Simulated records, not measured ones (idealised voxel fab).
The document below concerns the process module designated voxel quadruple lines.
In the cross-section labelled cut, the width is 230 nm and each square cell is 5 nm.
Bands, listed from the top down, are how a cross-section gets written in this document; the cross-section itself is a grid of square cells, and a band is one or more rows of them.
Heads up on the band format: heights come first, top then bottom, in nm. After that it's the materials left to right, each with its width in nm. A single material flagged "full width" fills the whole band edge to edge, and "air" means there's empty space there.
Heights are reckoned from 0. Under this level, the received wafer is all of one material. The bottommost band is open-ended downward, for example "top 0, no bottom".
When a width is written as two numbers, as in "30->40", the first number is the width in the top row of cells of the band and the second is the width in its bottom row, and the width changes by the same amount from each row to the next.
For the purposes of this document, the phrase "stayed the same" attached to a step denotes that no cell within the cross-section was modified by that step.
Basically, "Closed void list" tells you about the enclosed voids: empty spaces with no open way to the top, 8 cells or bigger, each written width x height at distance, where distance is from the left edge, all in nm.
Text after the settings on a step's line: the simulator's own remark on that step.
What "overlay nm" on a step's line means: if the step has a mask, that mask lay this far to the right of its planned place, or, when the value is negative, to the left.
**The following list gives the planned process steps**
1) RECEIVE,material Si
2) CONFORMAL_DEP,material SiO2,thk nm 10
3) DIRECTIONAL_DEP,material Ru,thk nm 10
4) DIRECTIONAL_DEP,material polySi,thk nm 20
5) DIRECTIONAL_DEP,material aC,thk nm 20
6) PATTERN,tone cover,mask id MANDREL,material resist,width nm 35,pitch nm 100,thk nm 30,overlay nm 0
7) DIRECTIONAL_ETCH,etch materials aC,depth nm 20
8) STRIP,etch materials resist
9) CONFORMAL_DEP,material SiO2,thk nm 15
10) DIRECTIONAL_ETCH,etch materials SiO2,depth nm 15
11) STRIP,etch materials aC
12) DIRECTIONAL_ETCH,etch materials polySi,depth nm 20
13) STRIP,etch materials SiO2
14) CONFORMAL_DEP,material SiN,thk nm 10
15) DIRECTIONAL_ETCH,etch materials SiN,depth nm 10
16) STRIP,etch materials polySi
17) DIRECTIONAL_ETCH,etch materials Ru,depth nm 10
18) STRIP,etch materials SiN
**This is the cross-section of the wafer as we received it, i.e. after step 1**
top 0, no bottom  Si full width
Closed void list: none
**The first of two wafers, cross-sectioned at the end of the module, with the run proceeding as planned**
top 20, bottom 10  20 nm air  10 nm Ru  15 nm air  10 nm Ru  15 nm air  10 nm Ru  15 nm air  10 nm Ru  15 nm air  10 nm Ru  15 nm air  10 nm Ru  15 nm air  10 nm Ru  15 nm air  10 nm Ru  25 nm air
top 10, bottom 0  SiO2 full width
top 0, no bottom  Si full width
Closed void list: none
**Second of two wafers, module complete, sectioned: it shares the first wafer's start and plan but was run with one mistake**
top 20, bottom 10  aC full width
top 10, bottom 0  SiO2 full width
top 0, no bottom  Si full width
Closed void list: none
Processing error: step 3 ran differently from the plan; actual operation with settings: DIRECTIONAL_DEP,material aC,thk nm 10
Heads up, by the end the second wafer has more or fewer cells of some materials compared to the first: Ru -32 | aC +92
